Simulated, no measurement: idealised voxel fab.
This is a process module. Its name is voxel transistor to metal.
Displayed cross-section: cut, width of 210 nm, square cells sized 5 nm.
A cross-section is a grid of square cells, given in bands from the top down. A band is one or more rows of cells.
Heights first: top, then bottom, in nm. Then materials, left to right, each with a width in nm. "throughout" on a single material: fills the band edge to edge. "blank": empty space.
Beneath 0, the wafer as received is one material, and that level is where height counting begins. The lowest band goes on downward without a bottom; it is written like "z 0 and below".
So if you see something like "30 to 40" for the width, read it as the top row of the band sitting at the first number and the bottom row at the second, with every row in between moving by the same amount as the last.
Where the words "changes: none" appear for a step, the cross-section shows no cell changed by that step; every cell remained as before.
Each empty space that has no open way to the top and spans at least 8 cells appears under "Voids, enclosed" as width x height at distance, the distance counted from the left edge, all in nm.
That trailing text on a step's line, after the settings, is the simulator's own remark on the step.
overlay nm: mask offset rightward from planned place, masked step; negative means leftward offset.
Here's what the planned process steps look like
1,RECEIVE: material Si
2,CONFORMAL_DEP: material SiO2, thk nm 5
3,CONFORMAL_DEP: material SiN, thk nm 15
4,MASKED_ETCH: tone cover, mask id ACTIVE, width nm 100, etch materials SiN, depth nm 15, overlay nm 0
5,MASKED_ETCH: tone cover, mask id ACTIVE, width nm 100, etch materials SiO2, depth nm 5, overlay nm 0
6,MASKED_ETCH: tone cover, mask id ACTIVE, width nm 100, etch materials Si, depth nm 25, overlay nm 0
7,OXIDIZE: depth nm 5
8,FILL_DEP: material SiO2, thk nm 10
9,CMP: height nm 20
10,SELECTIVE_ETCH: etch materials SiO2, depth nm 15
11,STRIP: etch materials SiN
12,SELECTIVE_ETCH: etch materials SiO2, depth nm 5
13,OXIDIZE: depth nm 5
14,DIRECTIONAL_DEP: material polySi, thk nm 30
15,DIRECTIONAL_DEP: material SiCN, thk nm 10
16,MASKED_ETCH: tone cover, mask id GATE, width nm 20, etch materials SiCN, depth nm 20, overlay nm 0
17,MASKED_ETCH: tone cover, mask id GATE, width nm 20, etch materials polySi, depth nm 40, overlay nm 0
18,CONFORMAL_DEP: material SiO2, thk nm 5
19,DIRECTIONAL_ETCH: etch materials SiO2, depth nm 5
20,CONFORMAL_DEP: material SiN, thk nm 5
21,DIRECTIONAL_ETCH: etch materials SiN, depth nm 5
22,DIRECTIONAL_ETCH: etch materials SiO2, depth nm 5
23,DIRECTIONAL_ETCH: etch materials Si, depth nm 15
24,EPI: material nSi, thk nm 20
25,FILL_DEP: material SiO2, thk nm 5
26,CMP: height nm 40
27,DIRECTIONAL_DEP: material SiO2, thk nm 10
28,DIRECTIONAL_DEP: material aC, thk nm 10
29,PATTERN: tone open, mask id CONTACT, material resist, width nm 15, pitch nm 75, thk nm 25, overlay nm 0
30,DIRECTIONAL_ETCH: etch materials aC, depth nm 10
31,STRIP: etch materials resist
32,DIRECTIONAL_ETCH: etch materials SiO2, depth nm 50
33,STRIP: etch materials aC
34,CONFORMAL_DEP: material TiN, thk nm 5
35,FILL_DEP: material Ru, thk nm 5
36,CMP: height nm 50
37,CONFORMAL_DEP: material SiCN, thk nm 5
38,DIRECTIONAL_DEP: material lowk, thk nm 20
39,MASKED_ETCH: tone open, mask id METAL_1, width nm 15, pitch nm 75, etch materials lowk, depth nm 20, overlay nm 0
40,MASKED_ETCH: tone open, mask id METAL_1, width nm 15, pitch nm 75, etch materials SiCN, depth nm 5, overlay nm 0
41,CONFORMAL_DEP: material TiN, thk nm 5
42,FILL_DEP: material Cu, thk nm 5
43,CMP: height nm 75
44,CONFORMAL_DEP: material SiCN, thk nm 5
On the first of the two wafers: run conducted according to plan
Wafer as received: cross-section following step 1
    z 0 and below | Si throughout
    Voids, enclosed: none
The wafer in cross-section once step 2 is complete
    z 5 to 0 | SiO2 throughout
    Lower than 0, everything is as it was.
The wafer in cross-section once step 3 is complete
    z 20 to 5 | SiN throughout
    Lower than 5, everything is as it was.
The wafer in cross-section once step 4 is complete
    z 20 to 5 | 55 nm blank / 100 nm SiN / 55 nm blank
    Lower than 5, everything is as it was.
The wafer in cross-section once step 5 is complete
    z 20 to 5 | 55 nm blank / 100 nm SiN / 55 nm blank
    z 5 to 0 | 55 nm blank / 100 nm SiO2 / 55 nm blank
    Lower than 0, everything is as it was.
The wafer in cross-section once step 6 is complete
    z 20 to 5 | 55 nm blank / 100 nm SiN / 55 nm blank
    z 5 to 0 | 55 nm blank / 100 nm SiO2 / 55 nm blank
    z 0 to -25 | 55 nm blank / 100 nm Si / 55 nm blank
    Lower than -25, everything is as it was.
The wafer in cross-section once step 7 is complete
    z 20 to 5 | 55 nm blank / 100 nm SiN / 55 nm blank
    z 5 to 0 | 55 nm blank / 100 nm SiO2 / 55 nm blank
    z 0 to -25 | 55 nm blank / 5 nm SiO2 / 90 nm Si / 5 nm SiO2 / 55 nm blank
    z -25 to -30 | 60 nm SiO2 / 90 nm Si / 60 nm SiO2
    Lower than -30, everything is as it was.
The wafer in cross-section once step 8 is complete
    z 30 to 20 | SiO2 throughout
    z 20 to 5 | 55 nm SiO2 / 100 nm SiN / 55 nm SiO2
    z 5 to 0 | SiO2 throughout
    z 0 to -30 | 60 nm SiO2 / 90 nm Si / 60 nm SiO2
    Lower than -30, everything is as it was.
The wafer in cross-section once step 9 is complete
    z 20 to 5 | 55 nm SiO2 / 100 nm SiN / 55 nm SiO2
    Lower than 5, everything is as it was.
The wafer in cross-section once step 10 is complete
    z 20 to 5 | 55 nm blank / 100 nm SiN / 55 nm blank
    Lower than 5, everything is as it was.
The wafer in cross-section once step 11 is complete
    z 5 to 0 | SiO2 throughout
    Lower than 0, everything is as it was.
The wafer in cross-section once step 12 is complete
    z 0 to -30 | 60 nm SiO2 / 90 nm Si / 60 nm SiO2
    Lower than -30, everything is as it was.
The wafer in cross-section once step 13 is complete
    z 0 to -5 | SiO2 throughout
    Lower than -5, everything is as it was.
The wafer in cross-section once step 14 is complete
    z 30 to 0 | polySi throughout
    Lower than 0, everything is as it was.
The wafer in cross-section once step 15 is complete
    z 40 to 30 | SiCN throughout
    Lower than 30, everything is as it was.
The wafer in cross-section once step 16 is complete
    z 40 to 30 | 95 nm blank / 20 nm SiCN / 95 nm blank
    Lower than 30, everything is as it was.
The wafer in cross-section once step 17 is complete
    z 40 to 30 | 95 nm blank / 20 nm SiCN / 95 nm blank
    z 30 to 0 | 95 nm blank / 20 nm polySi / 95 nm blank
    Lower than 0, everything is as it was.
The wafer in cross-section once step 18 is complete
    z 45 to 40 | 90 nm blank / 30 nm SiO2 / 90 nm blank
    z 40 to 30 | 90 nm blank / 5 nm SiO2 / 20 nm SiCN / 5 nm SiO2 / 90 nm blank
    z 30 to 5 | 90 nm blank / 5 nm SiO2 / 20 nm polySi / 5 nm SiO2 / 90 nm blank
    z 5 to 0 | 95 nm SiO2 / 20 nm polySi / 95 nm SiO2
    Lower than 0, everything is as it was.
The wafer in cross-section once step 19 is complete
    z 40 to 30 | 90 nm blank / 5 nm SiO2 / 20 nm SiCN / 5 nm SiO2 / 90 nm blank
    z 30 to 0 | 90 nm blank / 5 nm SiO2 / 20 nm polySi / 5 nm SiO2 / 90 nm blank
    Lower than 0, everything is as it was.
The wafer in cross-section once step 20 is complete
    z 45 to 40 | 85 nm blank / 40 nm SiN / 85 nm blank
    z 40 to 30 | 85 nm blank / 5 nm SiN / 5 nm SiO2 / 20 nm SiCN / 5 nm SiO2 / 5 nm SiN / 85 nm blank
    z 30 to 5 | 85 nm blank / 5 nm SiN / 5 nm SiO2 / 20 nm polySi / 5 nm SiO2 / 5 nm SiN / 85 nm blank
    z 5 to 0 | 90 nm SiN / 5 nm SiO2 / 20 nm polySi / 5 nm SiO2 / 90 nm SiN
    Lower than 0, everything is as it was.
The wafer in cross-section once step 21 is complete
    z 40 to 30 | 85 nm blank / 5 nm SiN / 5 nm SiO2 / 20 nm SiCN / 5 nm SiO2 / 5 nm SiN / 85 nm blank
    z 30 to 0 | 85 nm blank / 5 nm SiN / 5 nm SiO2 / 20 nm polySi / 5 nm SiO2 / 5 nm SiN / 85 nm blank
    Lower than 0, everything is as it was.
The wafer in cross-section once step 22 is complete
    z 40 to 35 | 85 nm blank / 5 nm SiN / 5 nm blank / 20 nm SiCN / 5 nm blank / 5 nm SiN / 85 nm blank
    z 35 to 30 | 85 nm blank / 5 nm SiN / 5 nm SiO2 / 20 nm SiCN / 5 nm SiO2 / 5 nm SiN / 85 nm blank
    z 30 to 0 | 85 nm blank / 5 nm SiN / 5 nm SiO2 / 20 nm polySi / 5 nm SiO2 / 5 nm SiN / 85 nm blank
    z 0 to -5 | 85 nm blank / 40 nm SiO2 / 85 nm blank
    Lower than -5, everything is as it was.
The wafer in cross-section once step 23 is complete
    z 40 to 35 | 85 nm blank / 5 nm SiN / 5 nm blank / 20 nm SiCN / 5 nm blank / 5 nm SiN / 85 nm blank
    z 35 to 30 | 85 nm blank / 5 nm SiN / 5 nm SiO2 / 20 nm SiCN / 5 nm SiO2 / 5 nm SiN / 85 nm blank
    z 30 to 0 | 85 nm blank / 5 nm SiN / 5 nm SiO2 / 20 nm polySi / 5 nm SiO2 / 5 nm SiN / 85 nm blank
    z 0 to -5 | 85 nm blank / 40 nm SiO2 / 85 nm blank
    z -5 to -20 | 60 nm SiO2 / 25 nm blank / 40 nm Si / 25 nm blank / 60 nm SiO2
    Lower than -20, everything is as it was.
The wafer in cross-section once step 24 is complete
    z 40 to 35 | 85 nm blank / 5 nm SiN / 5 nm blank / 20 nm SiCN / 5 nm blank / 5 nm SiN / 85 nm blank
    z 35 to 30 | 85 nm blank / 5 nm SiN / 5 nm SiO2 / 20 nm SiCN / 5 nm SiO2 / 5 nm SiN / 85 nm blank
    z 30 to 15 | 85 nm blank / 5 nm SiN / 5 nm SiO2 / 20 nm polySi / 5 nm SiO2 / 5 nm SiN / 85 nm blank
    z 15 to 0 | 65 nm blank / 20 nm nSi / 5 nm SiN / 5 nm SiO2 / 20 nm polySi / 5 nm SiO2 / 5 nm SiN / 20 nm nSi / 65 nm blank
    z 0 to -5 | 55 nm blank / 30 nm nSi / 40 nm SiO2 / 30 nm nSi / 55 nm blank
    z -5 to -20 | 60 nm SiO2 / 25 nm nSi / 40 nm Si / 25 nm nSi / 60 nm SiO2
    Lower than -20, everything is as it was.
The wafer in cross-section once step 25 is complete
    z 45 to 40 | SiO2 throughout
    z 40 to 30 | 85 nm SiO2 / 5 nm SiN / 5 nm SiO2 / 20 nm SiCN / 5 nm SiO2 / 5 nm SiN / 85 nm SiO2
    z 30 to 15 | 85 nm SiO2 / 5 nm SiN / 5 nm SiO2 / 20 nm polySi / 5 nm SiO2 / 5 nm SiN / 85 nm SiO2
    z 15 to 0 | 65 nm SiO2 / 20 nm nSi / 5 nm SiN / 5 nm SiO2 / 20 nm polySi / 5 nm SiO2 / 5 nm SiN / 20 nm nSi / 65 nm SiO2
    z 0 to -5 | 55 nm SiO2 / 30 nm nSi / 40 nm SiO2 / 30 nm nSi / 55 nm SiO2
    Lower than -5, everything is as it was.
The wafer in cross-section once step 26 is complete
    z 40 to 30 | 85 nm SiO2 / 5 nm SiN / 5 nm SiO2 / 20 nm SiCN / 5 nm SiO2 / 5 nm SiN / 85 nm SiO2
    Lower than 30, everything is as it was.
The wafer in cross-section once step 27 is complete
    z 50 to 40 | SiO2 throughout
    Lower than 40, everything is as it was.
The wafer in cross-section once step 28 is complete
    z 60 to 50 | aC throughout
    Lower than 50, everything is as it was.
The wafer in cross-section once step 29 is complete
    z 85 to 60 | 60 nm resist / 15 nm blank / 60 nm resist / 15 nm blank / 60 nm resist
    Lower than 60, everything is as it was.
The wafer in cross-section once step 30 is complete
    z 75 to 60 | 60 nm resist / 15 nm blank / 60 nm resist / 15 nm blank / 60 nm resist
    z 60 to 50 | 60 nm aC / 15 nm blank / 60 nm aC / 15 nm blank / 60 nm aC
    Lower than 50, everything is as it was.
The wafer in cross-section once step 31 is complete
    z 60 to 50 | 60 nm aC / 15 nm blank / 60 nm aC / 15 nm blank / 60 nm aC
    Lower than 50, everything is as it was.
The wafer in cross-section once step 32 is complete
    z 60 to 50 | 60 nm aC / 15 nm blank / 60 nm aC / 15 nm blank / 60 nm aC
    z 50 to 40 | 60 nm SiO2 / 15 nm blank / 60 nm SiO2 / 15 nm blank / 60 nm SiO2
    z 40 to 30 | 60 nm SiO2 / 15 nm blank / 10 nm SiO2 / 5 nm SiN / 5 nm SiO2 / 20 nm SiCN / 5 nm SiO2 / 5 nm SiN / 10 nm SiO2 / 15 nm blank / 60 nm SiO2
    z 30 to 15 | 60 nm SiO2 / 15 nm blank / 10 nm SiO2 / 5 nm SiN / 5 nm SiO2 / 20 nm polySi / 5 nm SiO2 / 5 nm SiN / 10 nm SiO2 / 15 nm blank / 60 nm SiO2
    z 15 to 0 | 60 nm SiO2 / 5 nm blank / 20 nm nSi / 5 nm SiN / 5 nm SiO2 / 20 nm polySi / 5 nm SiO2 / 5 nm SiN / 20 nm nSi / 5 nm blank / 60 nm SiO2
    Lower than 0, everything is as it was.
The wafer in cross-section once step 33 is complete
    z 50 to 40 | 60 nm SiO2 / 15 nm blank / 60 nm SiO2 / 15 nm blank / 60 nm SiO2
    Lower than 40, everything is as it was.
The wafer in cross-section once step 34 is complete
    z 55 to 50 | 65 nm TiN / 5 nm blank / 70 nm TiN / 5 nm blank / 65 nm TiN
    z 50 to 40 | 60 nm SiO2 / 5 nm TiN / 5 nm blank / 5 nm TiN / 60 nm SiO2 / 5 nm TiN / 5 nm blank / 5 nm TiN / 60 nm SiO2
    z 40 to 30 | 60 nm SiO2 / 5 nm TiN / 5 nm blank / 5 nm TiN / 10 nm SiO2 / 5 nm SiN / 5 nm SiO2 / 20 nm SiCN / 5 nm SiO2 / 5 nm SiN / 10 nm SiO2 / 5 nm TiN / 5 nm blank / 5 nm TiN / 60 nm SiO2
    z 30 to 20 | 60 nm SiO2 / 5 nm TiN / 5 nm blank / 5 nm TiN / 10 nm SiO2 / 5 nm SiN / 5 nm SiO2 / 20 nm polySi / 5 nm SiO2 / 5 nm SiN / 10 nm SiO2 / 5 nm TiN / 5 nm blank / 5 nm TiN / 60 nm SiO2
    z 20 to 15 | 60 nm SiO2 / 15 nm TiN / 10 nm SiO2 / 5 nm SiN / 5 nm SiO2 / 20 nm polySi / 5 nm SiO2 / 5 nm SiN / 10 nm SiO2 / 15 nm TiN / 60 nm SiO2
    z 15 to 0 | 60 nm SiO2 / 5 nm TiN / 20 nm nSi / 5 nm SiN / 5 nm SiO2 / 20 nm polySi / 5 nm SiO2 / 5 nm SiN / 20 nm nSi / 5 nm TiN / 60 nm SiO2
    Lower than 0, everything is as it was.
The wafer in cross-section once step 35 is complete
    z 60 to 55 | Ru throughout
    z 55 to 50 | 65 nm TiN / 5 nm Ru / 70 nm TiN / 5 nm Ru / 65 nm TiN
    z 50 to 40 | 60 nm SiO2 / 5 nm TiN / 5 nm Ru / 5 nm TiN / 60 nm SiO2 / 5 nm TiN / 5 nm Ru / 5 nm TiN / 60 nm SiO2
    z 40 to 30 | 60 nm SiO2 / 5 nm TiN / 5 nm Ru / 5 nm TiN / 10 nm SiO2 / 5 nm SiN / 5 nm SiO2 / 20 nm SiCN / 5 nm SiO2 / 5 nm SiN / 10 nm SiO2 / 5 nm TiN / 5 nm Ru / 5 nm TiN / 60 nm SiO2
    z 30 to 20 | 60 nm SiO2 / 5 nm TiN / 5 nm Ru / 5 nm TiN / 10 nm SiO2 / 5 nm SiN / 5 nm SiO2 / 20 nm polySi / 5 nm SiO2 / 5 nm SiN / 10 nm SiO2 / 5 nm TiN / 5 nm Ru / 5 nm TiN / 60 nm SiO2
    Lower than 20, everything is as it was.
The wafer in cross-section once step 36 is complete
    z 50 to 40 | 60 nm SiO2 / 5 nm TiN / 5 nm Ru / 5 nm TiN / 60 nm SiO2 / 5 nm TiN / 5 nm Ru / 5 nm TiN / 60 nm SiO2
    Lower than 40, everything is as it was.
The wafer in cross-section once step 37 is complete
    z 55 to 50 | SiCN throughout
    Lower than 50, everything is as it was.
The wafer in cross-section once step 38 is complete
    z 75 to 55 | lowk throughout
    Lower than 55, everything is as it was.
The wafer in cross-section once step 39 is complete
    z 75 to 55 | 60 nm lowk / 15 nm blank / 60 nm lowk / 15 nm blank / 60 nm lowk
    Lower than 55, everything is as it was.
The wafer in cross-section once step 40 is complete
    z 75 to 55 | 60 nm lowk / 15 nm blank / 60 nm lowk / 15 nm blank / 60 nm lowk
    z 55 to 50 | 60 nm SiCN / 15 nm blank / 60 nm SiCN / 15 nm blank / 60 nm SiCN
    Lower than 50, everything is as it was.
The wafer in cross-section once step 41 is complete
    z 80 to 75 | 65 nm TiN / 5 nm blank / 70 nm TiN / 5 nm blank / 65 nm TiN
    z 75 to 55 | 60 nm lowk / 5 nm TiN / 5 nm blank / 5 nm TiN / 60 nm lowk / 5 nm TiN / 5 nm blank / 5 nm TiN / 60 nm lowk
    z 55 to 50 | 60 nm SiCN / 15 nm TiN / 60 nm SiCN / 15 nm TiN / 60 nm SiCN
    Lower than 50, everything is as it was.
The wafer in cross-section once step 42 is complete
    z 85 to 80 | Cu throughout
    z 80 to 75 | 65 nm TiN / 5 nm Cu / 70 nm TiN / 5 nm Cu / 65 nm TiN
    z 75 to 55 | 60 nm lowk / 5 nm TiN / 5 nm Cu / 5 nm TiN / 60 nm lowk / 5 nm TiN / 5 nm Cu / 5 nm TiN / 60 nm lowk
    Lower than 55, everything is as it was.
The wafer in cross-section once step 43 is complete
    z 75 to 55 | 60 nm lowk / 5 nm TiN / 5 nm Cu / 5 nm TiN / 60 nm lowk / 5 nm TiN / 5 nm Cu / 5 nm TiN / 60 nm lowk
    Lower than 55, everything is as it was.
The wafer in cross-section once step 44 is complete
    z 80 to 75 | SiCN throughout
    Lower than 75, everything is as it was.
Second wafer, same starting conditions and recipe as the first, one mistake in executing it, nothing differs from the first up to and including step 15
Second wafer, cross-section, planned end of step 16
    z 40 to 30 | 95 nm SiCN / 20 nm blank / 95 nm SiCN
    Lower than 30, everything is as it was.
Second wafer, cross-section, planned end of step 17: changes: none
Second wafer, cross-section, planned end of step 18
    z 45 to 40 | 100 nm SiO2 / 10 nm blank / 100 nm SiO2
    z 40 to 35 | 95 nm SiCN / 5 nm SiO2 / 10 nm blank / 5 nm SiO2 / 95 nm SiCN
    z 35 to 30 | 95 nm SiCN / 20 nm SiO2 / 95 nm SiCN
    Lower than 30, everything is as it was.
Second wafer, cross-section, planned end of step 19
    z 40 to 30 | 95 nm SiCN / 5 nm SiO2 / 10 nm blank / 5 nm SiO2 / 95 nm SiCN
    Lower than 30, everything is as it was.
Second wafer, cross-section, planned end of step 20
    z 45 to 40 | SiN throughout
    z 40 to 30 | 95 nm SiCN / 5 nm SiO2 / 10 nm SiN / 5 nm SiO2 / 95 nm SiCN
    Lower than 30, everything is as it was.
Second wafer, cross-section, planned end of step 21
    z 40 to 30 | 95 nm SiCN / 5 nm SiO2 / 10 nm SiN / 5 nm SiO2 / 95 nm SiCN
    Lower than 30, everything is as it was.
Second wafer, cross-section, planned end of step 22
    z 40 to 35 | 95 nm SiCN / 5 nm blank / 10 nm SiN / 5 nm blank / 95 nm SiCN
    Lower than 35, everything is as it was.
Second wafer, cross-section, planned end of step 23: changes: none
Second wafer, cross-section, planned end of step 24: changes: none
Second wafer, cross-section, planned end of step 25
    z 45 to 40 | SiO2 throughout
    z 40 to 30 | 95 nm SiCN / 5 nm SiO2 / 10 nm SiN / 5 nm SiO2 / 95 nm SiCN
    Lower than 30, everything is as it was.
Second wafer, cross-section, planned end of step 26
    z 40 to 30 | 95 nm SiCN / 5 nm SiO2 / 10 nm SiN / 5 nm SiO2 / 95 nm SiCN
    Lower than 30, everything is as it was.
Second wafer, cross-section, planned end of step 27
    z 50 to 40 | SiO2 throughout
    Lower than 40, everything is as it was.
Second wafer, cross-section, planned end of step 28
    z 60 to 50 | aC throughout
    Lower than 50, everything is as it was.
Second wafer, cross-section, planned end of step 29
    z 85 to 60 | 60 nm resist / 15 nm blank / 60 nm resist / 15 nm blank / 60 nm resist
    Lower than 60, everything is as it was.
Second wafer, cross-section, planned end of step 30
    z 75 to 60 | 60 nm resist / 15 nm blank / 60 nm resist / 15 nm blank / 60 nm resist
    z 60 to 50 | 60 nm aC / 15 nm blank / 60 nm aC / 15 nm blank / 60 nm aC
    Lower than 50, everything is as it was.
Second wafer, cross-section, planned end of step 31
    z 60 to 50 | 60 nm aC / 15 nm blank / 60 nm aC / 15 nm blank / 60 nm aC
    Lower than 50, everything is as it was.
Second wafer, cross-section, planned end of step 32
    z 60 to 50 | 60 nm aC / 15 nm blank / 60 nm aC / 15 nm blank / 60 nm aC
    z 50 to 40 | 60 nm SiO2 / 15 nm blank / 60 nm SiO2 / 15 nm blank / 60 nm SiO2
    Lower than 40, everything is as it was.
Second wafer, cross-section, planned end of step 33
    z 50 to 40 | 60 nm SiO2 / 15 nm blank / 60 nm SiO2 / 15 nm blank / 60 nm SiO2
    Lower than 40, everything is as it was.
Second wafer, cross-section, planned end of step 34
    z 55 to 50 | 65 nm TiN / 5 nm blank / 70 nm TiN / 5 nm blank / 65 nm TiN
    z 50 to 45 | 60 nm SiO2 / 5 nm TiN / 5 nm blank / 5 nm TiN / 60 nm SiO2 / 5 nm TiN / 5 nm blank / 5 nm TiN / 60 nm SiO2
    z 45 to 40 | 60 nm SiO2 / 15 nm TiN / 60 nm SiO2 / 15 nm TiN / 60 nm SiO2
    Lower than 40, everything is as it was.
Second wafer, cross-section, planned end of step 35
    z 60 to 55 | Ru throughout
    z 55 to 50 | 65 nm TiN / 5 nm Ru / 70 nm TiN / 5 nm Ru / 65 nm TiN
    z 50 to 45 | 60 nm SiO2 / 5 nm TiN / 5 nm Ru / 5 nm TiN / 60 nm SiO2 / 5 nm TiN / 5 nm Ru / 5 nm TiN / 60 nm SiO2
    Lower than 45, everything is as it was.
Second wafer, cross-section, planned end of step 36
    z 50 to 45 | 60 nm SiO2 / 5 nm TiN / 5 nm Ru / 5 nm TiN / 60 nm SiO2 / 5 nm TiN / 5 nm Ru / 5 nm TiN / 60 nm SiO2
    Lower than 45, everything is as it was.
Second wafer, cross-section, planned end of step 37
    z 55 to 50 | SiCN throughout
    Lower than 50, everything is as it was.
Second wafer, cross-section, planned end of step 38
    z 75 to 55 | lowk throughout
    Lower than 55, everything is as it was.
Second wafer, cross-section, planned end of step 39
    z 75 to 55 | 60 nm lowk / 15 nm blank / 60 nm lowk / 15 nm blank / 60 nm lowk
    Lower than 55, everything is as it was.
Second wafer, cross-section, planned end of step 40
    z 75 to 55 | 60 nm lowk / 15 nm blank / 60 nm lowk / 15 nm blank / 60 nm lowk
    z 55 to 50 | 60 nm SiCN / 15 nm blank / 60 nm SiCN / 15 nm blank / 60 nm SiCN
    Lower than 50, everything is as it was.
Second wafer, cross-section, planned end of step 41
    z 80 to 75 | 65 nm TiN / 5 nm blank / 70 nm TiN / 5 nm blank / 65 nm TiN
    z 75 to 55 | 60 nm lowk / 5 nm TiN / 5 nm blank / 5 nm TiN / 60 nm lowk / 5 nm TiN / 5 nm blank / 5 nm TiN / 60 nm lowk
    z 55 to 50 | 60 nm SiCN / 15 nm TiN / 60 nm SiCN / 15 nm TiN / 60 nm SiCN
    Lower than 50, everything is as it was.
Second wafer, cross-section, planned end of step 42
    z 85 to 80 | Cu throughout
    z 80 to 75 | 65 nm TiN / 5 nm Cu / 70 nm TiN / 5 nm Cu / 65 nm TiN
    z 75 to 55 | 60 nm lowk / 5 nm TiN / 5 nm Cu / 5 nm TiN / 60 nm lowk / 5 nm TiN / 5 nm Cu / 5 nm TiN / 60 nm lowk
    Lower than 55, everything is as it was.
Second wafer, cross-section, planned end of step 43
    z 75 to 55 | 60 nm lowk / 5 nm TiN / 5 nm Cu / 5 nm TiN / 60 nm lowk / 5 nm TiN / 5 nm Cu / 5 nm TiN / 60 nm lowk
    Lower than 55, everything is as it was.
Second wafer, cross-section, planned end of step 44
    z 80 to 75 | SiCN throughout
    Lower than 75, everything is as it was.
Heads up, the wafer didn't run the way we planned it: step 16 was not run as planned; what actually ran was MASKED_ETCH: tone open, mask id GATE, width nm 20, etch materials SiCN, depth nm 20, overlay nm 0
Wafer comparison, final, in cells, second relative to first, materials more or fewer: Ru: 10 fewer, Si: 30 more, SiCN: 68 more, SiN: 12 fewer, SiO2: 212 fewer, TiN: 26 fewer, nSi: 66 fewer, polySi: 228 more
